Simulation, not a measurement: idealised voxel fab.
process module | voxel self aligned contacts
Square cells of 5 nm make up the cross-section cut, whose width is 230 nm.
Cross-section layout: square cells on a grid; listed as bands, top to bottom; a band spans one or more cell rows.
Basically the band line says how high the top is and how high the bottom is, in nm, and then what's in it from left to right, every material with its width in nm. Empty space shows up as "blank", and if a single material carries "all across" it runs the full band edge to edge.
The level at which height equals 0 is the one under which the wafer, as it arrives, is entirely one material. No lower edge exists for the bottom band, which continues downward and is notated as in "top 0, no bottom".
Top row gets the first number, bottom row gets the second, and each row in between changes by the same step: that is how a band width like "30..40" works.
It should be understood that the words "nothing changed", when stated for a given step, signify that the cross-section underwent no change in any of its cells during that step.
For the entry "Sealed void inventory", the listed items are empty spaces with no open way to the top whose size is 8 cells or more; each item follows the pattern width x height at distance, where distance is from the left edge and all three are in nm.
The remark found on a step's line after its settings is issued by the simulator itself and pertains to that step.
overlay nm, on a step with a mask: how far to the right of its planned place the mask lay; to the left if negative
The following list gives the planned process steps
1 RECEIVE | material Si
2 OXIDIZE | depth nm 5
3 DIRECTIONAL_DEP | material polySi | thk nm 20
4 DIRECTIONAL_DEP | material SiN | thk nm 25
5 MASKED_ETCH | tone cover | mask id GATE | width nm 35 | pitch nm 75 | etch materials SiN | depth nm 25 | overlay nm 0
6 MASKED_ETCH | tone cover | mask id GATE | width nm 35 | pitch nm 75 | etch materials polySi | depth nm 20 | overlay nm 0
7 CONFORMAL_DEP | material SiN | thk nm 10
8 DIRECTIONAL_ETCH | etch materials SiN | depth nm 10
9 FILL_DEP | material SiO2 | thk nm 15
10 CMP | height nm 50
11 DIRECTIONAL_DEP | material aC | thk nm 10
12 PATTERN | tone open | mask id CONTACT | material resist | width nm 60 | pitch nm 75 | thk nm 30 | overlay nm 0
13 DIRECTIONAL_ETCH | etch materials aC | depth nm 10
14 STRIP | etch materials resist
15 DIRECTIONAL_ETCH | etch materials SiO2 | depth nm 55
16 STRIP | etch materials aC
17 CONFORMAL_DEP | material TiN | thk nm 5
18 FILL_DEP | material Ru | thk nm 10
19 CMP | height nm 50
20 CONFORMAL_DEP | material SiCN | thk nm 5
As-received wafer cross-section (after step 1)
* top 0, no bottom | Si all across
* Sealed void inventory: none
Cross-sectional result after module completion. Note: starting condition and plan are unchanged from above; one processing mistake was made
* top 55, bottom 50 | SiCN all across
* top 50, bottom 45 | SiO2 (45) | TiN (25) | Ru (10) | TiN (25) | SiO2 (15) | TiN (25) | Ru (10) | TiN (25) | SiO2 (50)
* top 45, bottom 20 | SiO2 (10) | SiN (55) | TiN (5) | Ru (10) | TiN (5) | SiN (55) | TiN (5) | Ru (10) | TiN (5) | SiN (55) | SiO2 (15)
* top 20, bottom 15 | SiO2 (65) | TiN (20) | SiO2 (55) | TiN (20) | SiO2 (70)
* top 15, bottom 0 | polySi all across
* top 0, no bottom | Si all across
* Sealed void inventory: none
It is concluded that the wafer was processed incorrectly with respect to the plan, in that a sequencing error occurred in which plan steps 2 and 3 were transposed
